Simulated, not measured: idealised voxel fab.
Presented below is a process module, voxel double patterning.
140 nm wide, 5 nm square cells: that's cross-section cut.
Bands, listed from the top down, are how a cross-section gets written in this document; the cross-section itself is a grid of square cells, and a band is one or more rows of them.
Basically the band line says how high the top is and how high the bottom is, in nm, and then what's in it from left to right, every material with its width in nm. Empty space shows up as "empty", and if a single material carries "edge to edge" it runs the full band edge to edge.
Below 0: as-received wafer, all one material; heights counted from there. Lowest band: no bottom, goes on down, written "from 0 down".
Quick explanation for "30..40": the width changes in equal steps down the rows of cells, from the first number in the band's top row to the second number in its bottom row.
No cell of the cross-section changed in a step that is given as "no modifications".
The label "Closed void register" introduces a list of the empty spaces, 8 cells or larger, that have no open way up to the top; each entry in it reads width x height at distance, where the distance is taken from the left edge and all three are stated in nm.
Where a step's line continues beyond its settings, the continuation is a remark by the simulator itself on that step.
"overlay nm" on a masked step: distance the mask lay right of its planned place, negative for left.

## Process steps (planned)
1. op RECEIVE | material Si
2. op CONFORMAL_DEP | material SiO2 | thk nm 5
3. op DIRECTIONAL_DEP | material W | thk nm 15
4. op DIRECTIONAL_DEP | material SiN | thk nm 5
5. op MASKED_ETCH | tone open | mask id FIRST | width nm 15 | pitch nm 50 | etch materials SiN | depth nm 5 | overlay nm 0
6. op MASKED_ETCH | tone open | mask id SECOND | width nm 15 | etch materials SiN | depth nm 5 | overlay nm 0
7. op DIRECTIONAL_ETCH | etch materials W | depth nm 15
8. op STRIP | etch materials SiN
Variable across wafers: step 5 width nm (plan value is that of the first wafer; starting state common to all).

## first wafer as received, after step 1
    from 0 down = Si edge to edge
    Closed void register: none

## Heads up, this table goes wafer by wafer. A row tells you, at the end of the module, how many cells of each material that wafer has put on (+) or dropped (-) since it was received, and then its closed voids
width nm 15, +28 SiO2, +57 W, Closed void register: none
width nm 20, +28 SiO2, +51 W, Closed void register: none
width nm 25, +28 SiO2, +45 W, Closed void register: none
width nm 30, +28 SiO2, +39 W, Closed void register: none
